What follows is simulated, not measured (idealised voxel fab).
The document below concerns the process module designated voxel self aligned vias.
The cross-section shown here is cut; it is 220 nm wide and divided into square cells measuring 5 nm on a side.
When this document writes out a cross-section, it uses a grid of square cells and lists it as bands, beginning at the top and moving down, with a band standing for one or more rows of cells. Top height, bottom height, nm. Materials left to right, width each, nm. Single material + "full width" = fills band edge to edge. "blank" = empty. The reference from which all heights are counted is 0, the level beneath which the as-received wafer is entirely one material; the lowest band, having no lower bound, proceeds downward and is written after the example "0 and below". A width such as "30 to 40" changes by the same amount from each row of cells to the next, from the band's top row to its bottom row. Step marked "identical to before"? Then no cell in the cross-section changed in it. What "Enclosed internal cavities" gives you is every empty space of 8 cells or more that is cut off from the top. Each appears as width x height at distance, with the distance taken from the left edge and width, height and distance all in nm. Where a step's line continues beyond its settings, the continuation is a remark by the simulator itself on that step. overlay nm: right-of-plan distance of the mask on a masked step; negative values mean left-of-plan.
Below is the list of planned process steps:
1. RECEIVE,material Si
2. CONFORMAL_DEP,material SiO2,thk nm 15
3. CONFORMAL_DEP,material SiCN,thk nm 5
4. DIRECTIONAL_DEP,material lowk,thk nm 20
5. DIRECTIONAL_DEP,material aC,thk nm 10
6. PATTERN,tone open,mask id LINES,material resist,width nm 20,pitch nm 50,thk nm 25,overlay nm -15
7. DIRECTIONAL_ETCH,etch materials aC,depth nm 10
8. STRIP,etch materials resist
9. DIRECTIONAL_ETCH,etch materials lowk,depth nm 20
10. STRIP,etch materials aC
11. CONFORMAL_DEP,material TiN,thk nm 5
12. FILL_DEP,material W,thk nm 10
13. CMP,height nm 40
14. SELECTIVE_ETCH,etch materials W Ru TiN,depth nm 10
15. FILL_DEP,material SiN,thk nm 5
16. CMP,height nm 40
17. DIRECTIONAL_DEP,material lowk,thk nm 15
18. PATTERN,tone open,mask id VIAS,material resist,width nm 30,pitch nm 50,thk nm 15,overlay nm 0
19. DIRECTIONAL_ETCH,etch materials lowk,depth nm 15
20. DIRECTIONAL_ETCH,etch materials SiN,depth nm 10
21. STRIP,etch materials resist
22. CONFORMAL_DEP,material TiN,thk nm 5
23. FILL_DEP,material W,thk nm 10
24. CMP,height nm 55
25. CONFORMAL_DEP,material SiCN,thk nm 5
Where the wafers of this document differ is in the overlay nm of step 6; they start out the same, and the plan states the value that applied to the first wafer.
Cut through the first of several wafers as received, post step 1:
  0 and below = Si full width
  Enclosed internal cavities: none
Cross-sectional representation of the first of several wafers at the end of the module, i.e. after its terminal step, step 25:
  60 down to 55 = SiCN full width
  55 down to 45 = lowk: 45, TiN: 5, W: 20, TiN: 5, lowk: 20, TiN: 5, W: 20, TiN: 5, lowk: 20, TiN: 5, W: 20, TiN: 5, lowk: 45
  45 down to 40 = lowk: 45, TiN: 30, lowk: 20, TiN: 30, lowk: 20, TiN: 30, lowk: 45
  40 down to 30 = lowk: 35, SiN: 10, TiN: 10, lowk: 30, SiN: 10, TiN: 10, lowk: 30, SiN: 10, TiN: 10, lowk: 65
  30 down to 25 = lowk: 35, TiN: 5, W: 10, TiN: 5, lowk: 30, TiN: 5, W: 10, TiN: 5, lowk: 30, TiN: 5, W: 10, TiN: 5, lowk: 65
  25 down to 20 = lowk: 35, TiN: 20, lowk: 30, TiN: 20, lowk: 30, TiN: 20, lowk: 65
  20 down to 15 = SiCN full width
  15 down to 0 = SiO2 full width
  0 and below = Si full width
  Enclosed internal cavities: none
Cross-sectional depiction of the last of several wafers upon completion of the module:
  60 down to 55 = SiCN full width
  55 down to 45 = lowk: 45, TiN: 5, W: 20, TiN: 5, lowk: 20, TiN: 5, W: 20, TiN: 5, lowk: 20, TiN: 5, W: 20, TiN: 5, lowk: 45
  45 down to 40 = lowk: 45, TiN: 30, lowk: 20, TiN: 30, lowk: 20, TiN: 30, lowk: 45
  40 down to 30 = lowk: 65, TiN: 10, SiN: 10, lowk: 30, TiN: 10, SiN: 10, lowk: 30, TiN: 10, SiN: 10, lowk: 35
  30 down to 25 = lowk: 65, TiN: 5, W: 10, TiN: 5, lowk: 30, TiN: 5, W: 10, TiN: 5, lowk: 30, TiN: 5, W: 10, TiN: 5, lowk: 35
  25 down to 20 = lowk: 65, TiN: 20, lowk: 30, TiN: 20, lowk: 30, TiN: 20, lowk: 35
  20 down to 15 = SiCN full width
  15 down to 0 = SiO2 full width
  0 and below = Si full width
  Enclosed internal cavities: none
Per wafer, end of module: cells gained (+) or lost (-) per material since receipt, then closed voids:
overlay nm -15 | +88 SiCN | +12 SiN | +132 SiO2 | +60 TiN | +30 W | +206 lowk | Enclosed internal cavities: none
overlay nm -10 | +88 SiCN | +6 SiN | +132 SiO2 | +60 TiN | +36 W | +206 lowk | Enclosed internal cavities: none
overlay nm -5 | +88 SiCN | +132 SiO2 | +60 TiN | +42 W | +206 lowk | Enclosed internal cavities: none
overlay nm 0 | +88 SiCN | +132 SiO2 | +60 TiN | +42 W | +206 lowk | Enclosed internal cavities: none
overlay nm 5 | +88 SiCN | +132 SiO2 | +60 TiN | +42 W | +206 lowk | Enclosed internal cavities: none
overlay nm 10 | +88 SiCN | +6 SiN | +132 SiO2 | +60 TiN | +36 W | +206 lowk | Enclosed internal cavities: none
overlay nm 15 | +88 SiCN | +12 SiN | +132 SiO2 | +60 TiN | +30 W | +206 lowk | Enclosed internal cavities: none
